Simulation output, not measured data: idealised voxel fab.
The process module presented herein is designated voxel ribs on slabs.
FYI the section here is cut, 240 nm wide, cells are 5 nm squares.
A cross-section in this document is a grid of square cells, and it is written down as bands, the top band listed before the ones below it; a band is made up of one or more rows of cells.
Per band: top height and bottom height in nm, followed by the left-to-right materials and their widths in nm; "edge to edge" marks a single material spanning edge to edge, "blank" marks empty space.
Zero point of the height axis is 0; under it, received wafer = one material. Lowest band: continues down indefinitely, "0 nm and below".
You'd read "30..40" like this: the band's top row of cells is as wide as the first number, its bottom row is as wide as the second, and going down, every row changes width by the same amount as the row before did.
For the purposes of this document, the phrase "nothing altered" attached to a step denotes that no cell within the cross-section was modified by that step.
This entry, "closed voids", enumerates those empty regions of no fewer than 8 cells that possess no open connection to the top. Each region is reported in the form width x height at distance, the distance being taken from the left edge, with all three quantities expressed in nm.
If you see something after the settings on a step's line, that's the simulator's own remark about that step.
Each step line may optionally specify "overlay nm", which for a step with a mask gives the rightward distance between the mask's planned place and where it lay, a negative value indicating the leftward direction.
## Steps planned for the process
1,RECEIVE (material Si)
2,DIRECTIONAL_DEP (material SiO2; thk nm 20)
3,DIRECTIONAL_DEP (material SiN; thk nm 20)
4,MASKED_ETCH (tone cover; mask id RIB; width nm 20; etch materials SiN; depth nm 5; overlay nm 0)
5,DIRECTIONAL_DEP (material aC; thk nm 10)
6,PATTERN (tone cover; mask id SLAB; material resist; width nm 60; thk nm 25; overlay nm 0)
7,DIRECTIONAL_ETCH (etch materials aC; depth nm 10)
8,STRIP (etch materials resist)
9,DIRECTIONAL_ETCH (etch materials SiN; depth nm 15)
10,STRIP (etch materials aC)
11,FILL_DEP (material SiO2; thk nm 25)
12,CMP (height nm 55)
13,DIRECTIONAL_DEP (material W; thk nm 5)
14,DIRECTIONAL_DEP (material aC; thk nm 15)
15,PATTERN (tone cover; mask id HEATER; material resist; width nm 30; thk nm 30; overlay nm 0)
16,DIRECTIONAL_ETCH (etch materials aC; depth nm 15)
17,STRIP (etch materials resist)
18,DIRECTIONAL_ETCH (etch materials W; depth nm 5)
19,STRIP (etch materials aC)
20,CONFORMAL_DEP (material SiO2; thk nm 5)
Quick note for whoever runs this: the wafers start identical, but the thk nm at step 13 isn't the same across them. The plan just shows what the first wafer had.
## Incoming state of the first of several wafers in cross-section: after step 1
* 0 nm and below | Si edge to edge
* closed voids: none
## Below is a per-wafer table. In it, each row describes the wafer at the end of the module by giving, for each material, the number of cells gained (+) or lost (-) since the wafer was received, and after that the closed voids of the wafer
thk nm 5, +40 SiN, +538 SiO2, +6 W, closed voids: none
thk nm 10, +40 SiN, +538 SiO2, +54 W, closed voids: none
thk nm 15, +40 SiN, +538 SiO2, +102 W, closed voids: none
thk nm 20, +40 SiN, +538 SiO2, +150 W, closed voids: none
